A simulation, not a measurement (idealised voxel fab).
voxel self aligned vias: a process module
This is section cut - it's 220 nm across, gridded in 5 nm square cells.
A cross-section is written here as square cells arranged in a grid, and it is given in bands from the top down, each band taking up one or more rows of cells.
Heads up on the band format: heights come first, top then bottom, in nm. After that it's the materials left to right, each with its width in nm. A single material flagged "full width" fills the whole band edge to edge, and "empty" means there's empty space there.
The reference from which all heights are counted is 0, the level beneath which the as-received wafer is entirely one material; the lowest band, having no lower bound, proceeds downward and is written after the example "0 nm and below".
Top row gets the first number, bottom row gets the second, and each row in between changes by the same step: that is how a band width like "30 to 40" works.
Key: "no change occurred" - step with no changed cell in the cross-section.
Heads up: "Fully closed voids" only lists the empty pockets with no open path to the top that are 8 cells or more, and it writes them as width x height at distance, distance from the left edge, in nm.
Text after the settings on a step's line: the simulator's own remark on that step.
"overlay nm" on a masked step: distance the mask lay right of its planned place, negative for left.

Listed below are the process steps as planned:
- 1: RECEIVE: material Si
- 2: CONFORMAL_DEP: material SiO2, thk nm 10
- 3: CONFORMAL_DEP: material SiCN, thk nm 5
- 4: DIRECTIONAL_DEP: material SiO2, thk nm 25
- 5: PATTERN: tone open, mask id LINES, material resist, width nm 20, pitch nm 50, thk nm 15, overlay nm 0
- 6: DIRECTIONAL_ETCH: etch materials SiO2, depth nm 25
- 7: STRIP: etch materials resist
- 8: CONFORMAL_DEP: material TiN, thk nm 5
- 9: FILL_DEP: material W, thk nm 10
- 10: CMP: height nm 40
- 11: SELECTIVE_ETCH: etch materials W Ru TiN, depth nm 5
- 12: FILL_DEP: material SiN, thk nm 10
- 13: CMP: height nm 40
- 14: DIRECTIONAL_DEP: material SiO2, thk nm 15
- 15: MASKED_ETCH: tone open, mask id VIAS, width nm 30, pitch nm 100, etch materials SiO2, depth nm 15, overlay nm 0
- 16: MASKED_ETCH: tone open, mask id VIAS, width nm 30, pitch nm 100, etch materials SiN, depth nm 5, overlay nm -15
- 17: CONFORMAL_DEP: material TiN, thk nm 5
- 18: FILL_DEP: material Ru, thk nm 10
- 19: CMP: height nm 55
- 20: CONFORMAL_DEP: material SiN, thk nm 5
The overlay nm used in step 16 is not the same on every wafer, whereas the starting condition is; the value printed in the plan is the first wafer's.

Cross-section of the first of several wafers as received (after step 1):
> 0 nm and below | Si full width
> Fully closed voids: none

At the end of the module, after its last step, step 20, the first of several wafers appears in cross-section as follows:
> 60 nm to 55 nm | SiN full width
> 55 nm to 45 nm | SiO2 45 nm / TiN 5 nm / Ru 20 nm / TiN 5 nm / SiO2 70 nm / TiN 5 nm / Ru 20 nm / TiN 5 nm / SiO2 45 nm
> 45 nm to 40 nm | SiO2 45 nm / TiN 30 nm / SiO2 70 nm / TiN 30 nm / SiO2 45 nm
> 40 nm to 35 nm | SiO2 50 nm / TiN 10 nm / SiN 10 nm / SiO2 30 nm / SiN 20 nm / SiO2 30 nm / TiN 10 nm / SiN 10 nm / SiO2 50 nm
> 35 nm to 20 nm | SiO2 50 nm / TiN 5 nm / W 10 nm / TiN 5 nm / SiO2 30 nm / TiN 5 nm / W 10 nm / TiN 5 nm / SiO2 30 nm / TiN 5 nm / W 10 nm / TiN 5 nm / SiO2 50 nm
> 20 nm to 15 nm | SiO2 50 nm / TiN 20 nm / SiO2 30 nm / TiN 20 nm / SiO2 30 nm / TiN 20 nm / SiO2 50 nm
> 15 nm to 10 nm | SiCN full width
> 10 nm to 0 nm | SiO2 full width
> 0 nm and below | Si full width
> Fully closed voids: none

So this is the cross-section on the last wafer at the end of the module:
> 60 nm to 55 nm | SiN full width
> 55 nm to 45 nm | SiO2 45 nm / TiN 5 nm / Ru 20 nm / TiN 5 nm / SiO2 70 nm / TiN 5 nm / Ru 20 nm / TiN 5 nm / SiO2 45 nm
> 45 nm to 40 nm | SiO2 45 nm / TiN 30 nm / SiO2 70 nm / TiN 30 nm / SiO2 45 nm
> 40 nm to 35 nm | SiO2 50 nm / SiN 10 nm / TiN 10 nm / SiO2 30 nm / SiN 20 nm / SiO2 30 nm / SiN 10 nm / TiN 10 nm / SiO2 50 nm
> 35 nm to 20 nm | SiO2 50 nm / TiN 5 nm / W 10 nm / TiN 5 nm / SiO2 30 nm / TiN 5 nm / W 10 nm / TiN 5 nm / SiO2 30 nm / TiN 5 nm / W 10 nm / TiN 5 nm / SiO2 50 nm
> 20 nm to 15 nm | SiO2 50 nm / TiN 20 nm / SiO2 30 nm / TiN 20 nm / SiO2 30 nm / TiN 20 nm / SiO2 50 nm
> 15 nm to 10 nm | SiCN full width
> 10 nm to 0 nm | SiO2 full width
> 0 nm and below | Si full width
> Fully closed voids: none

For your reference, the table is organized with a row per wafer; each row reflects the wafer at the end of the module, indicating for each material the cells gained (+) or lost (-) since receipt, and thereafter its closed voids:
overlay nm -15, +16 Ru, +44 SiCN, +52 SiN, +344 SiO2, +54 TiN, +18 W, Fully closed voids: none
overlay nm -10, +18 Ru, +44 SiCN, +50 SiN, +344 SiO2, +54 TiN, +18 W, Fully closed voids: none
overlay nm -5, +20 Ru, +44 SiCN, +48 SiN, +344 SiO2, +54 TiN, +18 W, Fully closed voids: none
overlay nm 0, +20 Ru, +44 SiCN, +48 SiN, +344 SiO2, +54 TiN, +18 W, Fully closed voids: none
overlay nm 5, +20 Ru, +44 SiCN, +48 SiN, +344 SiO2, +54 TiN, +18 W, Fully closed voids: none
overlay nm 10, +18 Ru, +44 SiCN, +50 SiN, +344 SiO2, +54 TiN, +18 W, Fully closed voids: none
overlay nm 15, +16 Ru, +44 SiCN, +52 SiN, +344 SiO2, +54 TiN, +18 W, Fully closed voids: none
